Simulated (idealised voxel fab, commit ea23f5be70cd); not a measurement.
process module | voxel transistor to metal
cross-section cut | 140 nm wide | cells 5 nm
A cross-section is a grid of square cells, given in bands from the top down. A band is one or more rows of cells.
Each band's line starts with the height of the band's top and of its bottom, in nm. Then come its materials from left to right, each with its width in nm. One material with "throughout" fills the band from edge to edge. "air" is empty space.
Height 0 is the level under which the wafer as received is all one material. The lowest band goes on downwards, as in "0 down".
A width such as "30 to 40" changes by the same amount from each row of cells to the next, from the band's top row to its bottom row.
"no change" after a step means that no cell of the cross-section changed.
closed voids: empty space of 8 cells or more with no open way to the top, each as width x height at its distance from the left edge, in nm
after a step's settings: what the simulator itself notes on the step
overlay nm, on a step with a mask: how far to the right of its planned place the mask lay; to the left if negative
plan
1 op RECEIVE | material Si
2 op CONFORMAL_DEP | material SiO2 | thk nm 5
3 op CONFORMAL_DEP | material SiN | thk nm 10
4 op MASKED_ETCH | tone cover | mask id ACTIVE | width nm 100 | etch materials SiN | depth nm 10 | overlay nm 0
5 op MASKED_ETCH | tone cover | mask id ACTIVE | width nm 100 | etch materials SiO2 | depth nm 5 | overlay nm 0
6 op MASKED_ETCH | tone cover | mask id ACTIVE | width nm 100 | etch materials Si | depth nm 35 | overlay nm 0
7 op FILL_DEP | material SiO2 | thk nm 10
8 op CMP | height nm 15
9 op SELECTIVE_ETCH | etch materials SiO2 | depth nm 5
10 op STRIP | etch materials SiN
11 op SELECTIVE_ETCH | etch materials SiO2 | depth nm 5
12 op OXIDIZE | depth nm 5
13 op DIRECTIONAL_DEP | material polySi | thk nm 25
14 op DIRECTIONAL_DEP | material SiCN | thk nm 10
15 op MASKED_ETCH | tone cover | mask id GATE | width nm 30 | etch materials SiCN | depth nm 20 | overlay nm 0
16 op MASKED_ETCH | tone cover | mask id GATE | width nm 30 | etch materials polySi | depth nm 35 | overlay nm 0
17 op CONFORMAL_DEP | material SiN | thk nm 10
18 op DIRECTIONAL_ETCH | etch materials SiN | depth nm 10
19 op DIRECTIONAL_ETCH | etch materials SiO2 | depth nm 5
20 op DIRECTIONAL_ETCH | etch materials Si | depth nm 15
21 op EPI | material SiGe | thk nm 15
22 op FILL_DEP | material SiO2 | thk nm 10
23 op CMP | height nm 25
24 op STRIP | etch materials polySi
25 op SELECTIVE_ETCH | etch materials SiO2 | depth nm 5
26 op CONFORMAL_DEP | material HfO2 | thk nm 5
27 op CONFORMAL_DEP | material TiN | thk nm 5
28 op FILL_DEP | material W | thk nm 10
29 op CMP | height nm 20
30 op DIRECTIONAL_DEP | material SiO2 | thk nm 10
31 op MASKED_ETCH | tone open | mask id CONTACT | width nm 15 | pitch nm 75 | etch materials SiO2 | depth nm 20 | overlay nm 0
32 op CONFORMAL_DEP | material TiN | thk nm 5
33 op FILL_DEP | material W | thk nm 10
34 op CMP | height nm 30
35 op CONFORMAL_DEP | material SiN | thk nm 5
36 op DIRECTIONAL_DEP | material lowk | thk nm 20
37 op MASKED_ETCH | tone open | mask id METAL_1 | width nm 15 | pitch nm 75 | etch materials lowk | depth nm 20 | overlay nm 0
38 op MASKED_ETCH | tone open | mask id METAL_1 | width nm 15 | pitch nm 75 | etch materials SiN | depth nm 5 | overlay nm 0
39 op CONFORMAL_DEP | material TiN | thk nm 5
40 op FILL_DEP | material Cu | thk nm 10
41 op CMP | height nm 55
42 op CONFORMAL_DEP | material SiN | thk nm 5
as received, after step 1
  0 down: Si throughout
  closed voids: none
first wafer at the end, as planned
  60 to 55: SiN throughout
  55 to 35: lowk 25 | TiN 5 | Cu 5 | TiN 5 | lowk 60 | TiN 5 | Cu 5 | TiN 5 | lowk 25
  35 to 30: SiN 25 | TiN 15 | SiN 60 | TiN 15 | SiN 25
  30 to 20: SiO2 25 | TiN 5 | W 5 | TiN 5 | SiO2 60 | TiN 5 | W 5 | TiN 5 | SiO2 25
  20 to 15: SiO2 25 | TiN 5 | W 5 | TiN 5 | SiO2 5 | SiN 10 | HfO2 5 | TiN 5 | W 10 | TiN 5 | HfO2 5 | SiN 10 | SiO2 5 | TiN 5 | W 5 | TiN 5 | SiO2 25
  15 to 10: SiO2 25 | TiN 15 | SiO2 5 | SiN 10 | HfO2 5 | TiN 5 | W 10 | TiN 5 | HfO2 5 | SiN 10 | SiO2 5 | TiN 15 | SiO2 25
  10 to 5: SiO2 20 | SiGe 25 | SiN 10 | HfO2 5 | TiN 5 | W 10 | TiN 5 | HfO2 5 | SiN 10 | SiGe 25 | SiO2 20
  5 to 0: SiO2 15 | SiN 10 | SiGe 20 | SiN 10 | HfO2 5 | TiN 20 | HfO2 5 | SiN 10 | SiGe 20 | SiN 10 | SiO2 15
  0 to -5: SiO2 25 | SiGe 20 | SiO2 5 | HfO2 40 | SiO2 5 | SiGe 20 | SiO2 25
  -5 to -20: SiO2 20 | Si 5 | SiGe 20 | Si 50 | SiGe 20 | Si 5 | SiO2 20
  -20 to -35: SiO2 20 | Si 100 | SiO2 20
  -35 down: Si throughout
  closed voids: none
second wafer at the end: like start, like plan, one mistake
  60 to 55: SiN throughout
  55 to 35: lowk 25 | TiN 5 | Cu 5 | TiN 5 | lowk 60 | TiN 5 | Cu 5 | TiN 5 | lowk 25
  35 to 30: SiN 25 | TiN 15 | SiN 60 | TiN 15 | SiN 25
  30 to 20: SiO2 25 | TiN 5 | W 5 | TiN 5 | SiO2 60 | TiN 5 | W 5 | TiN 5 | SiO2 25
  20 to 15: SiO2 25 | TiN 5 | W 5 | TiN 5 | SiO2 5 | SiN 10 | HfO2 5 | TiN 5 | SiCN 10 | TiN 5 | HfO2 5 | SiN 10 | SiO2 5 | TiN 5 | W 5 | TiN 5 | SiO2 25
  15 to 10: SiO2 25 | TiN 15 | SiO2 5 | SiN 10 | HfO2 5 | TiN 5 | SiCN 10 | TiN 5 | HfO2 5 | SiN 10 | SiO2 5 | TiN 15 | SiO2 25
  10 to 5: SiO2 20 | SiGe 25 | SiN 10 | HfO2 5 | TiN 5 | SiCN 10 | TiN 5 | HfO2 5 | SiN 10 | SiGe 25 | SiO2 20
  5 to 0: SiO2 15 | SiN 10 | SiGe 20 | SiN 10 | HfO2 5 | TiN 20 | HfO2 5 | SiN 10 | SiGe 20 | SiN 10 | SiO2 15
  0 to -5: SiO2 25 | SiGe 20 | SiO2 5 | HfO2 40 | SiO2 5 | SiGe 20 | SiO2 25
  -5 to -20: SiO2 20 | Si 5 | SiGe 20 | Si 50 | SiGe 20 | Si 5 | SiO2 20
  -20 to -35: SiO2 20 | Si 100 | SiO2 20
  -35 down: Si throughout
  closed voids: none
what went wrong: step 28 ran as: op FILL_DEP | material SiCN | thk nm 10
at the end the second wafer has, in cells: 6 more of SiCN | 6 fewer of W
